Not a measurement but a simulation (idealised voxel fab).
Process module, titled voxel transistor to metal
Section shown: cut. Width: 295 nm. Cell size: 5 nm, square.
We lay out every cross-section as a grid of square cells and spell it out in bands from the top down, where one band means one or more rows of cells. Band: top and bottom heights (nm) first, top before bottom; then materials from left to right, widths in nm. "edge to edge" marks a sole material filling the band edge to edge. "empty" denotes empty space. Beneath 0, the wafer as received is one material, and that level is where height counting begins. The lowest band goes on downward without a bottom; it is written like "0 -> down". A two-number width, for instance "30->40", indicates that the width is equal to the first number in the top row of the band and to the second number in the bottom row, and that it changes by a constant amount per row of cells. "nothing altered", as given for a step, is the statement that not any cell of the cross-section underwent a change during that step. Empty spaces counting at least 8 cells and having no open way to the top are listed in "Enclosed internal cavities". The notation width x height at distance is used for each, the distance being from the left edge and all three values in nm. Formally, on a step line, whatever follows the settings is a remark that the simulator itself makes on the step. overlay nm: step with mask; distance mask lay right of planned place; negative value = left of planned place.

-- The process steps that were planned are listed below
1. op RECEIVE | material Si
2. op CONFORMAL_DEP | material SiO2 | thk nm 5
3. op CONFORMAL_DEP | material SiN | thk nm 15
4. op PATTERN | tone cover | mask id ACTIVE | material resist | width nm 110 | pitch nm 140 | thk nm 20 | overlay nm 0
5. op DIRECTIONAL_ETCH | etch materials SiN | depth nm 15
6. op DIRECTIONAL_ETCH | etch materials SiO2 | depth nm 5
7. op DIRECTIONAL_ETCH | etch materials Si | depth nm 35
8. op STRIP | etch materials resist
9. op OXIDIZE | depth nm 5
10. op FILL_DEP | material SiO2 | thk nm 15
11. op CMP | height nm 20
12. op SELECTIVE_ETCH | etch materials SiO2 | depth nm 10
13. op STRIP | etch materials SiN
14. op SELECTIVE_ETCH | etch materials SiO2 | depth nm 5
15. op OXIDIZE | depth nm 5
16. op DIRECTIONAL_DEP | material polySi | thk nm 30
17. op DIRECTIONAL_DEP | material SiCN | thk nm 15
18. op MASKED_ETCH | tone cover | mask id GATE | width nm 20 | pitch nm 140 | etch materials SiCN | depth nm 25 | overlay nm 0
19. op MASKED_ETCH | tone cover | mask id GATE | width nm 20 | pitch nm 140 | etch materials polySi | depth nm 40 | overlay nm 0
20. op CONFORMAL_DEP | material SiO2 | thk nm 5
21. op DIRECTIONAL_ETCH | etch materials SiO2 | depth nm 5
22. op CONFORMAL_DEP | material SiN | thk nm 5
23. op DIRECTIONAL_ETCH | etch materials SiN | depth nm 5
24. op DIRECTIONAL_ETCH | etch materials SiO2 | depth nm 5
25. op EPI | material nSi | thk nm 5
26. op FILL_DEP | material SiO2 | thk nm 5
27. op CMP | height nm 45
28. op DIRECTIONAL_DEP | material SiO2 | thk nm 15
29. op PATTERN | tone open | mask id CONTACT | material resist | width nm 35 | thk nm 15 | overlay nm 0
30. op DIRECTIONAL_ETCH | etch materials SiO2 | depth nm 60
31. op STRIP | etch materials resist
32. op CONFORMAL_DEP | material TiN | thk nm 5
33. op FILL_DEP | material Ru | thk nm 5
34. op CMP | height nm 60
35. op DIRECTIONAL_DEP | material TiN | thk nm 5
36. op DIRECTIONAL_DEP | material Ru | thk nm 15
37. op MASKED_ETCH | tone cover | mask id METAL_1 | width nm 20 | etch materials Ru | depth nm 15 | overlay nm 0
38. op MASKED_ETCH | tone cover | mask id METAL_1 | width nm 20 | etch materials TiN | depth nm 5 | overlay nm 0
39. op FILL_DEP | material SiO2 | thk nm 5
40. op CMP | height nm 80
41. op CONFORMAL_DEP | material SiCN | thk nm 5
42. op DIRECTIONAL_DEP | material lowk | thk nm 30
43. op DIRECTIONAL_DEP | material aC | thk nm 10
44. op PATTERN | tone open | mask id METAL_2 | material resist | width nm 20 | pitch nm 140 | thk nm 30 | overlay nm 0
45. op DIRECTIONAL_ETCH | etch materials aC | depth nm 10
46. op STRIP | etch materials resist
47. op DIRECTIONAL_ETCH | etch materials lowk | depth nm 15
48. op STRIP | etch materials aC
49. op PATTERN | tone open | mask id METAL_2_HOLES | material resist | width nm 15 | pitch nm 140 | thk nm 15 | overlay nm 0
50. op DIRECTIONAL_ETCH | etch materials lowk | depth nm 15
51. op DIRECTIONAL_ETCH | etch materials SiCN | depth nm 5
52. op STRIP | etch materials resist
53. op CONFORMAL_DEP | material TiN | thk nm 5
54. op FILL_DEP | material Ru | thk nm 10
55. op CMP | height nm 115
56. op CONFORMAL_DEP | material SiN | thk nm 5

-- So this is the incoming wafer in cross-section - it's already been through step 1
  0 -> down: Si edge to edge
  Enclosed internal cavities: none

-- End-of-module cross-section of the first of two wafers, processed as planned
  120 -> 115: SiN edge to edge
  115 -> 105: 25 of lowk / 5 of TiN / 10 of Ru / 5 of TiN / 120 of lowk / 5 of TiN / 10 of Ru / 5 of TiN / 110 of lowk
  105 -> 100: 25 of lowk / 5 of TiN / 5 of Ru / 10 of TiN / 120 of lowk / 5 of TiN / 5 of Ru / 10 of TiN / 110 of lowk
  100 -> 85: 25 of lowk / 5 of TiN / 5 of Ru / 5 of TiN / 125 of lowk / 5 of TiN / 5 of Ru / 5 of TiN / 115 of lowk
  85 -> 80: 25 of SiCN / 15 of TiN / 125 of SiCN / 15 of TiN / 115 of SiCN
  80 -> 65: 25 of SiO2 / 20 of Ru / 60 of SiO2 / 20 of Ru / 40 of SiO2 / 20 of Ru / 60 of SiO2 / 20 of Ru / 30 of SiO2
  65 -> 60: 25 of SiO2 / 20 of TiN / 60 of SiO2 / 20 of TiN / 40 of SiO2 / 20 of TiN / 60 of SiO2 / 20 of TiN / 30 of SiO2
  60 -> 50: 25 of SiO2 / 5 of TiN / 25 of Ru / 5 of TiN / 30 of SiO2 / 5 of TiN / 25 of Ru / 5 of TiN / 40 of SiO2 / 5 of TiN / 25 of Ru / 5 of TiN / 30 of SiO2 / 5 of TiN / 25 of Ru / 5 of TiN / 30 of SiO2
  50 -> 45: 25 of SiO2 / 5 of TiN / 20 of Ru / 10 of TiN / 30 of SiO2 / 10 of TiN / 20 of Ru / 5 of TiN / 40 of SiO2 / 5 of TiN / 20 of Ru / 10 of TiN / 30 of SiO2 / 10 of TiN / 20 of Ru / 5 of TiN / 30 of SiO2
  45 -> 30: 25 of SiO2 / 5 of TiN / 20 of Ru / 5 of TiN / 5 of SiN / 5 of SiO2 / 20 of SiCN / 5 of SiO2 / 5 of SiN / 5 of TiN / 20 of Ru / 5 of TiN / 40 of SiO2 / 5 of TiN / 20 of Ru / 5 of TiN / 5 of SiN / 5 of SiO2 / 20 of SiCN / 5 of SiO2 / 5 of SiN / 5 of TiN / 20 of Ru / 5 of TiN / 30 of SiO2
  30 -> 5: 25 of SiO2 / 5 of TiN / 20 of Ru / 5 of TiN / 5 of SiN / 5 of SiO2 / 20 of polySi / 5 of SiO2 / 5 of SiN / 5 of TiN / 20 of Ru / 5 of TiN / 40 of SiO2 / 5 of TiN / 20 of Ru / 5 of TiN / 5 of SiN / 5 of SiO2 / 20 of polySi / 5 of SiO2 / 5 of SiN / 5 of TiN / 20 of Ru / 5 of TiN / 30 of SiO2
  5 -> 0: 20 of SiO2 / 5 of SiN / 30 of TiN / 5 of SiN / 5 of SiO2 / 20 of polySi / 5 of SiO2 / 5 of SiN / 30 of TiN / 5 of SiN / 30 of SiO2 / 5 of SiN / 30 of TiN / 5 of SiN / 5 of SiO2 / 20 of polySi / 5 of SiO2 / 5 of SiN / 30 of TiN / 5 of SiN / 25 of SiO2
  0 -> -5: 25 of SiO2 / 30 of nSi / 40 of SiO2 / 30 of nSi / 40 of SiO2 / 30 of nSi / 40 of SiO2 / 30 of nSi / 30 of SiO2
  -5 -> -40: 25 of SiO2 / 100 of Si / 40 of SiO2 / 100 of Si / 30 of SiO2
  -40 -> down: Si edge to edge
  Enclosed internal cavities: none

-- Presented here is a cross-section of the second of the two wafers as it stood at the end of the module. It was started in the same manner and assigned the same plan as the first wafer; however, one mistake was made in its execution
  120 -> 115: SiN edge to edge
  115 -> 105: 25 of lowk / 5 of TiN / 10 of Ru / 5 of TiN / 120 of lowk / 5 of TiN / 10 of Ru / 5 of TiN / 110 of lowk
  105 -> 100: 25 of lowk / 5 of TiN / 5 of Ru / 10 of TiN / 120 of lowk / 5 of TiN / 5 of Ru / 10 of TiN / 110 of lowk
  100 -> 85: 25 of lowk / 5 of TiN / 5 of Ru / 5 of TiN / 125 of lowk / 5 of TiN / 5 of Ru / 5 of TiN / 115 of lowk
  85 -> 80: 25 of SiCN / 15 of TiN / 125 of SiCN / 15 of TiN / 115 of SiCN
  80 -> 65: 25 of SiO2 / 20 of Ru / 60 of SiO2 / 20 of Ru / 40 of SiO2 / 20 of Ru / 60 of SiO2 / 20 of Ru / 30 of SiO2
  65 -> 60: 25 of SiO2 / 20 of TiN / 60 of SiO2 / 20 of TiN / 40 of SiO2 / 20 of TiN / 60 of SiO2 / 20 of TiN / 30 of SiO2
  60 -> 50: 25 of SiO2 / 5 of TiN / 25 of Ru / 5 of TiN / 30 of SiO2 / 5 of TiN / 25 of Ru / 5 of TiN / 40 of SiO2 / 5 of TiN / 25 of Ru / 5 of TiN / 30 of SiO2 / 5 of TiN / 25 of Ru / 5 of TiN / 30 of SiO2
  50 -> 45: 25 of SiO2 / 5 of TiN / 20 of Ru / 10 of TiN / 30 of SiO2 / 10 of TiN / 20 of Ru / 5 of TiN / 40 of SiO2 / 5 of TiN / 20 of Ru / 10 of TiN / 30 of SiO2 / 10 of TiN / 20 of Ru / 5 of TiN / 30 of SiO2
  45 -> 40: 25 of SiO2 / 5 of TiN / 20 of Ru / 5 of TiN / 5 of SiN / 5 of SiO2 / 20 of SiCN / 5 of SiO2 / 5 of SiN / 5 of TiN / 20 of Ru / 5 of TiN / 40 of SiO2 / 5 of TiN / 20 of Ru / 5 of TiN / 5 of SiN / 5 of SiO2 / 20 of SiCN / 5 of SiO2 / 5 of SiN / 5 of TiN / 20 of Ru / 5 of TiN / 30 of SiO2
  40 -> 35: 15 of SiCN / 5 of SiO2 / 5 of SiN / 30 of TiN / 5 of SiN / 5 of SiO2 / 20 of SiCN / 5 of SiO2 / 5 of SiN / 30 of TiN / 5 of SiN / 5 of SiO2 / 20 of SiCN / 5 of SiO2 / 5 of SiN / 30 of TiN / 5 of SiN / 5 of SiO2 / 20 of SiCN / 5 of SiO2 / 5 of SiN / 30 of TiN / 5 of SiN / 5 of SiO2 / 20 of SiCN
  35 -> 30: 15 of polySi / 120 of SiCN / 20 of polySi / 120 of SiCN / 20 of polySi
  30 -> 5: polySi edge to edge
  5 -> 0: 15 of SiO2 / 120 of polySi / 20 of SiO2 / 120 of polySi / 20 of SiO2
  0 -> -5: SiO2 edge to edge
  -5 -> -40: 25 of SiO2 / 100 of Si / 40 of SiO2 / 100 of Si / 30 of SiO2
  -40 -> down: Si edge to edge
  Enclosed internal cavities: none
Which mistake was made when the wafer was run? execution of plan step 17 occurred twice
At the finish, the second wafer shows more or fewer cells for some materials than the first does: Ru -112, SiCN +51, SiN -28, SiO2 -137, TiN -56, nSi -24, polySi +306
